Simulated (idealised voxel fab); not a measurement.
You're looking at the process module voxel self aligned contacts.
We display cut, a cross-section 230 nm in width whose square cells are each 5 nm.
In what follows, cross-sections appear as grids of square cells, described through bands that run from the top down, where every band is one or more rows of cells.
Quick guide to a band line: top height, bottom height (nm) up front; then every material left to right with its width in nm. Only one material and it's marked "throughout"? Then it fills the band edge to edge. And "empty" just means empty space.
Heights are reckoned from 0. Under this level, the received wafer is all of one material. The bottommost band is open-ended downward, for example "0 down".
Width spec "30 to 40" -> top row of cells at first value, bottom row at second value, equal per-row change in between.
"left unchanged" (step): cross-section cells unchanged, all of them.
This entry, "Fully enclosed voids", enumerates those empty regions of no fewer than 8 cells that possess no open connection to the top. Each region is reported in the form width x height at distance, the distance being taken from the left edge, with all three quantities expressed in nm.
The remark found on a step's line after its settings is issued by the simulator itself and pertains to that step.
overlay nm: how far to the right of its planned place the mask lay on this masked step (negative: to the left).

# Planned step list for the process
1. RECEIVE (material Si)
2. CONFORMAL_DEP (material SiO2; thk nm 5)
3. DIRECTIONAL_DEP (material polySi; thk nm 25)
4. DIRECTIONAL_DEP (material SiN; thk nm 15)
5. DIRECTIONAL_DEP (material aC; thk nm 10)
6. PATTERN (tone cover; mask id GATE; material resist; width nm 35; pitch nm 60; thk nm 25; overlay nm 0)
7. DIRECTIONAL_ETCH (etch materials aC; depth nm 10)
8. STRIP (etch materials resist)
9. DIRECTIONAL_ETCH (etch materials SiN; depth nm 15)
10. DIRECTIONAL_ETCH (etch materials polySi; depth nm 25)
11. STRIP (etch materials aC)
12. CONFORMAL_DEP (material SiN; thk nm 5)
13. DIRECTIONAL_ETCH (etch materials SiN; depth nm 5)
14. FILL_DEP (material SiO2; thk nm 20)
15. CMP (height nm 55)
16. PATTERN (tone open; mask id CONTACT; material resist; width nm 35; pitch nm 60; thk nm 15; overlay nm 0)
17. DIRECTIONAL_ETCH (etch materials SiO2; depth nm 55)
18. STRIP (etch materials resist)
19. CONFORMAL_DEP (material TiN; thk nm 5)
20. FILL_DEP (material Ru; thk nm 5)
21. CMP (height nm 55)
22. CONFORMAL_DEP (material SiN; thk nm 5)

# As-received wafer cross-section (after step 1)
- 0 down: Si throughout
- Fully enclosed voids: none

# a wafer at the end: this start, this plan, one mistake
- 60 to 55: SiN throughout
- 55 to 45: SiO2 (65); TiN (5 to 15); Ru (25 to 5); TiN (5 to 15); SiO2 (25); TiN (5 to 15); Ru (25 to 5); TiN (5 to 15); SiO2 (70)
- 45 to 25: SiO2 (30); SiN (5); polySi (35); SiN (5); TiN (5); Ru (5); TiN (5); SiN (5); polySi (35); SiN (5); TiN (5); Ru (5); TiN (5); SiN (5); polySi (35); SiN (5); SiO2 (35)
- 25 to 20: SiO2 (30); SiN (5); polySi (35); SiN (5); TiN (15); SiN (5); polySi (35); SiN (5); TiN (15); SiN (5); polySi (35); SiN (5); SiO2 (35)
- 20 to 5: polySi throughout
- 5 to 0: SiO2 throughout
- 0 down: Si throughout
- Fully enclosed voids: none
What was the processing mistake? step 4: run off-plan, actual operation and settings DIRECTIONAL_DEP (material polySi; thk nm 15)
